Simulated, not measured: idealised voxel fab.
process module | voxel capacitor over wiring
The width of the displayed cross-section, cut, is 150 nm; its cells are square, with a size of 5 nm.
A cross-section is a grid of square cells, given in bands from the top down. A band is one or more rows of cells. The entry gives the band's vertical extent as a top height and a bottom height in nm, then its horizontal make-up as materials from left to right, each with a width in nm. "air" stands for empty space; a single material marked "edge to edge" fills the band edge to edge. Heights are expressed relative to 0, this being the level below which the as-received wafer comprises one material exclusively. The lowest band is unbounded in the downward direction and is denoted as in "0..down". The two numbers in a width such as "30->40" mark its ends across the band: the first belongs to the top row of cells, the second to the bottom row, and from each row to the next the width moves by the same amount. The designation "remains unaltered", where it is given for a processing step, indicates that no cell of the cross-section was altered in the course of that step. Completely sealed voids: empty space of 8 cells or more with no open way to the top, each as width x height at its distance from the left edge, in nm. Post-settings text on a step line: simulator's own remark regarding the step. The "overlay nm" setting may appear on a step's line; for a step that uses a mask, it gives how far to the right of its planned position the mask lay, and a negative value indicates the left.
**This section lists the process steps that were planned**
1,RECEIVE | material Si
2,CONFORMAL_DEP | material SiO2 | thk nm 10
3,DIRECTIONAL_DEP | material TiN | thk nm 5
4,DIRECTIONAL_DEP | material W | thk nm 15
5,MASKED_ETCH | tone cover | mask id METAL_1 | width nm 30 | pitch nm 90 | etch materials W | depth nm 15 | overlay nm 0
6,MASKED_ETCH | tone cover | mask id METAL_1 | width nm 30 | pitch nm 90 | etch materials TiN | depth nm 5 | overlay nm 0
7,CONFORMAL_DEP | material SiN | thk nm 5
8,FILL_DEP | material SiO2 | thk nm 5
9,CMP | height nm 30
10,CONFORMAL_DEP | material SiCN | thk nm 5
11,DIRECTIONAL_DEP | material SiO2 | thk nm 10
12,MASKED_ETCH | tone open | mask id PLUG_1 | width nm 15 | etch materials SiO2 | depth nm 10 | overlay nm 0
13,MASKED_ETCH | tone open | mask id PLUG_1 | width nm 15 | etch materials SiCN | depth nm 5 | overlay nm 0
14,EPI | material Ru | thk nm 10
15,EPI | material Ru | thk nm 5
16,DIRECTIONAL_DEP | material TiN | thk nm 5
17,DIRECTIONAL_DEP | material Al2O3 | thk nm 5
18,DIRECTIONAL_DEP | material TiN | thk nm 10
19,DIRECTIONAL_DEP | material aC | thk nm 10
20,PATTERN | tone cover | mask id UPPER_PLATE | material resist | width nm 65 | thk nm 30 | overlay nm 0
21,DIRECTIONAL_ETCH | etch materials aC | depth nm 10
22,STRIP | etch materials resist
23,DIRECTIONAL_ETCH | etch materials TiN | depth nm 10
24,DIRECTIONAL_ETCH | etch materials Al2O3 | depth nm 5
25,STRIP | etch materials aC
26,DIRECTIONAL_DEP | material aC | thk nm 10
27,PATTERN | tone cover | mask id LOWER_PLATE | material resist | width nm 75 | thk nm 30 | overlay nm 0
28,DIRECTIONAL_ETCH | etch materials aC | depth nm 10
29,STRIP | etch materials resist
30,DIRECTIONAL_ETCH | etch materials TiN | depth nm 5
31,STRIP | etch materials aC
32,FILL_DEP | material SiO2 | thk nm 20
33,CMP | height nm 80
34,MASKED_ETCH | tone open | mask id PLUG_2 | width nm 15 | etch materials SiO2 | depth nm 15 | overlay nm 0
35,CONFORMAL_DEP | material TiN | thk nm 5
36,FILL_DEP | material W | thk nm 5
37,CMP | height nm 80
38,CONFORMAL_DEP | material SiN | thk nm 5
**As received (post step 1): cross-section**
    0..down: Si edge to edge
    Completely sealed voids: none
**As-planned run: cross-section of the first of two wafers at end of module**
    85..80: SiN edge to edge
    80..70: SiO2 (40); TiN (5); W (5); TiN (5); SiO2 (95)
    70..65: SiO2 (40); TiN (15); SiO2 (95)
    65..55: SiO2 (30); TiN (65); SiO2 (55)
    55..50: SiO2 (30); Al2O3 (65); SiO2 (55)
    50..45: SiO2 (25); TiN (75); SiO2 (50)
    45..35: SiO2 (30); Ru (15); SiO2 (105)
    35..30: SiCN (30); Ru (15); SiCN (105)
    30..15: SiO2 (10); SiN (5); W (30); SiN (5); SiO2 (50); SiN (5); W (30); SiN (5); SiO2 (10)
    15..10: SiN (15); TiN (30); SiN (60); TiN (30); SiN (15)
    10..0: SiO2 edge to edge
    0..down: Si edge to edge
    Completely sealed voids: none
**Cross-sectional view of the second of two wafers upon completion of the module. This wafer shared its starting condition and process plan with the first; one error was made during its execution**
    85..80: SiN edge to edge
    80..75: SiO2 (40); TiN (5); W (5); TiN (5); SiO2 (95)
    75..70: SiO2 (40); TiN (15); SiO2 (95)
    70..65: SiO2 (30); TiN (5); SiO2 (5); TiN (55); SiO2 (55)
    65..60: SiO2 (30); TiN (65); SiO2 (55)
    60..55: SiO2 (30); Al2O3 (5); TiN (5); Al2O3 (55); SiO2 (55)
    55..50: Ru (35); Al2O3 (5); Ru (110)
    50..45: TiN (30); Ru (15); TiN (105)
    45..40: SiO2 (30); TiN (15); SiO2 (105)
    40..35: SiO2 (30); Ru (15); SiO2 (105)
    35..30: SiCN (30); Ru (15); SiCN (105)
    30..15: SiO2 (10); SiN (5); W (30); SiN (5); SiO2 (50); SiN (5); W (30); SiN (5); SiO2 (10)
    15..10: SiN (15); TiN (30); SiN (60); TiN (30); SiN (15)
    10..0: SiO2 edge to edge
    0..down: Si edge to edge
    Completely sealed voids: none
What was the processing mistake? steps 15 and 16 of the plan were run in the wrong order, each in the other's place
End of process, cell counts, second wafer against first, materials with more or fewer: Ru: 29 more; SiO2: 41 fewer; TiN: 13 more; W: 1 fewer
